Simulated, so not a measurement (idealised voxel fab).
process module | voxel released beams
cross-section cut | 155 nm wide | cells 5 nm
A cross-section is a grid of square cells, given in bands from the top down. A band is one or more rows of cells.
Each band's line starts with the height of the band's top and of its bottom, in nm. Then come its materials from left to right, each with its width in nm. One material with "throughout" fills the band from edge to edge. "air" is empty space.
Height 0 is the level under which the wafer as received is all one material. The lowest band goes on downwards, as in "0 down".
A width such as "30 to 40" changes by the same amount from each row of cells to the next, from the band's top row to its bottom row.
"no change" after a step means that no cell of the cross-section changed.
closed voids: empty space of 8 cells or more with no open way to the top, each as width x height at its distance from the left edge, in nm
after a step's settings: what the simulator itself notes on the step
overlay nm, on a step with a mask: how far to the right of its planned place the mask lay; to the left if negative
plan
1 op RECEIVE | material Si
2 op CONFORMAL_DEP | material Al2O3 | thk nm 5
3 op DIRECTIONAL_DEP | material SiO2 | thk nm 15
4 op DIRECTIONAL_DEP | material aC | thk nm 10
5 op PATTERN | tone open | mask id ANCHOR | material resist | width nm 35 | thk nm 25 | overlay nm 0
6 op DIRECTIONAL_ETCH | etch materials aC | depth nm 10
7 op STRIP | etch materials resist
8 op DIRECTIONAL_ETCH | etch materials SiO2 | depth nm 15
9 op STRIP | etch materials aC
10 op CONFORMAL_DEP | material W | thk nm 10
11 op DIRECTIONAL_DEP | material aC | thk nm 15
12 op PATTERN | tone cover | mask id BEAM | material resist | width nm 100 | thk nm 35 | overlay nm 0
13 op DIRECTIONAL_ETCH | etch materials aC | depth nm 15
14 op STRIP | etch materials resist
15 op DIRECTIONAL_ETCH | etch materials W | depth nm 10
16 op STRIP | etch materials aC
17 op STRIP | etch materials SiO2
first wafer, as planned
as received, after step 1
  0 down: Si throughout
  closed voids: none
after step 2
  5 to 0: Al2O3 throughout
  below 0: unchanged
after step 3
  20 to 5: SiO2 throughout
  below 5: unchanged
after step 4
  30 to 20: aC throughout
  below 20: unchanged
after step 5
  55 to 30: resist 30 | air 35 | resist 90
  below 30: unchanged
after step 6
  45 to 30: resist 30 | air 35 | resist 90
  30 to 20: aC 30 | air 35 | aC 90
  below 20: unchanged
after step 7
  30 to 20: aC 30 | air 35 | aC 90
  below 20: unchanged
after step 8
  30 to 20: aC 30 | air 35 | aC 90
  20 to 5: SiO2 30 | air 35 | SiO2 90
  below 5: unchanged
after step 9
  20 to 5: SiO2 30 | air 35 | SiO2 90
  below 5: unchanged
after step 10
  30 to 20: W 40 | air 15 | W 100
  20 to 15: SiO2 30 | W 10 | air 15 | W 10 | SiO2 90
  15 to 5: SiO2 30 | W 35 | SiO2 90
  below 5: unchanged
after step 11
  45 to 30: aC 40 | air 15 | aC 100
  30 to 20: W 40 | aC 15 | W 100
  20 to 15: SiO2 30 | W 10 | aC 15 | W 10 | SiO2 90
  below 15: unchanged
after step 12
  80 to 45: air 25 | resist 100 | air 30
  45 to 30: aC 40 | resist 15 | aC 100
  below 30: unchanged
after step 13
  65 to 45: air 25 | resist 100 | air 30
  45 to 30: air 25 | aC 15 | resist 15 | aC 70 | air 30
  below 30: unchanged
after step 14
  45 to 30: air 25 | aC 15 | air 15 | aC 70 | air 30
  below 30: unchanged
after step 15
  45 to 30: air 25 | aC 15 | air 15 | aC 70 | air 30
  30 to 20: air 25 | W 15 | aC 15 | W 70 | air 30
  below 20: unchanged
after step 16
  30 to 20: air 25 | W 15 | air 15 | W 70 | air 30
  20 to 15: SiO2 30 | W 10 | air 15 | W 10 | SiO2 90
  below 15: unchanged
after step 17
  30 to 20: air 25 | W 15 | air 15 | W 70 | air 30
  20 to 15: air 30 | W 10 | air 15 | W 10 | air 90
  15 to 5: air 30 | W 35 | air 90
  below 5: unchanged
second wafer: like start, like plan, one mistake. Through step 1 it matches the first wafer
when step 2 should have ended: no change
when step 3 should have ended
  15 to 0: SiO2 throughout
  below 0: unchanged
when step 4 should have ended
  25 to 15: aC throughout
  below 15: unchanged
when step 5 should have ended
  50 to 25: resist 30 | air 35 | resist 90
  below 25: unchanged
when step 6 should have ended
  40 to 25: resist 30 | air 35 | resist 90
  25 to 15: aC 30 | air 35 | aC 90
  below 15: unchanged
when step 7 should have ended
  25 to 15: aC 30 | air 35 | aC 90
  below 15: unchanged
when step 8 should have ended
  25 to 15: aC 30 | air 35 | aC 90
  15 to 0: SiO2 30 | air 35 | SiO2 90
  below 0: unchanged
when step 9 should have ended
  15 to 0: SiO2 30 | air 35 | SiO2 90
  below 0: unchanged
when step 10 should have ended
  25 to 15: W 40 | air 15 | W 100
  15 to 10: SiO2 30 | W 10 | air 15 | W 10 | SiO2 90
  10 to 0: SiO2 30 | W 35 | SiO2 90
  below 0: unchanged
when step 11 should have ended
  40 to 25: aC 40 | air 15 | aC 100
  25 to 15: W 40 | aC 15 | W 100
  15 to 10: SiO2 30 | W 10 | aC 15 | W 10 | SiO2 90
  below 10: unchanged
when step 12 should have ended
  75 to 40: air 25 | resist 100 | air 30
  40 to 25: aC 40 | resist 15 | aC 100
  below 25: unchanged
when step 13 should have ended
  60 to 40: air 25 | resist 100 | air 30
  40 to 25: air 25 | aC 15 | resist 15 | aC 70 | air 30
  below 25: unchanged
when step 14 should have ended
  40 to 25: air 25 | aC 15 | air 15 | aC 70 | air 30
  below 25: unchanged
when step 15 should have ended
  40 to 25: air 25 | aC 15 | air 15 | aC 70 | air 30
  25 to 15: air 25 | W 15 | aC 15 | W 70 | air 30
  below 15: unchanged
when step 16 should have ended
  25 to 15: air 25 | W 15 | air 15 | W 70 | air 30
  15 to 10: SiO2 30 | W 10 | air 15 | W 10 | SiO2 90
  below 10: unchanged
when step 17 should have ended
  25 to 15: air 25 | W 15 | air 15 | W 70 | air 30
  15 to 10: air 30 | W 10 | air 15 | W 10 | air 90
  10 to 0: air 30 | W 35 | air 90
  below 0: unchanged
what went wrong: step 2 was left out
at the end the second wafer has, in cells: 31 fewer of Al2O3
